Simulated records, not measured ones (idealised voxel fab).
Name of the process module below: voxel plated lines
Cross-sectional view cut (width: 225 nm; square cell size: 5 nm).
How to read a cross-section here: the picture is a grid of square cells, written as bands going from the top down, and any band can span one or more rows of cells. In this notation a band is specified by the heights of its top and bottom, in that order and in nm, after which its materials appear from left to right, each paired with its width in nm. The word "throughout" attached to a single material means that material fills the band from edge to edge; the word "air" stands for empty space. A quick word on heights: they are counted from 0, and under that level the wafer as it came to us is one material throughout. The lowest band is different from the rest in having no bottom; it simply continues downward, written as in "0 nm and below". With a width like "30 to 40", each row of cells in the band differs from the next by the same amount, the top row carrying the first number and the bottom row the second. Step note "same as before" = no cross-section cell changed. In "Trapped cavities" the enclosed voids are listed, meaning empty spaces of 8 cells or larger without any opening to the top. The form is width x height at distance, distance from the left edge, units nm. after a step's settings: what the simulator itself notes on the step. The optional step-line setting "overlay nm" applies to steps with a mask and quantifies how far to the right of its planned location the mask lay, a negative value indicating leftward placement.

### Here's what the planned process steps look like
| 1 | RECEIVE,material Si |
| 2 | CONFORMAL_DEP,material Al2O3,thk nm 15 |
| 3 | DIRECTIONAL_DEP,material TiN,thk nm 5 |
| 4 | PATTERN,tone open,mask id LINES,material resist,width nm 30,pitch nm 55,thk nm 30,overlay nm 0 |
| 5 | EPI,material Ru,thk nm 5 |
| 6 | EPI,material Ru,thk nm 5 |
| 7 | STRIP,etch materials resist |
| 8 | DIRECTIONAL_ETCH,etch materials TiN,depth nm 5 |
| 9 | CONFORMAL_DEP,material SiO2,thk nm 10 |

### This is the cross-section of the wafer as we received it, i.e. after step 1
> 0 nm and below: Si throughout
> Trapped cavities: none

### Below is the wafer in cross-section after the module was completed. It began from the starting point shown above and followed the plan shown above, except that one mistake was made while running it
> 55 nm to 45 nm: air=5  SiO2=50  air=5  SiO2=50  air=5  SiO2=50  air=5  SiO2=50  air=5
> 45 nm to 40 nm: air=5  SiO2=10  Ru=30  SiO2=10  air=5  SiO2=10  Ru=30  SiO2=10  air=5  SiO2=10  Ru=30  SiO2=10  air=5  SiO2=10  Ru=30  SiO2=10  air=5
> 40 nm to 35 nm: SiO2=15  Ru=30  SiO2=25  Ru=30  SiO2=25  Ru=30  SiO2=25  Ru=30  SiO2=15
> 35 nm to 30 nm: SiO2=15  TiN=30  SiO2=25  TiN=30  SiO2=25  TiN=30  SiO2=25  TiN=30  SiO2=15
> 30 nm to 0 nm: Al2O3 throughout
> 0 nm and below: Si throughout
> Trapped cavities: none
Finding, execution versus plan: regarding the plan, step 2 was run twice
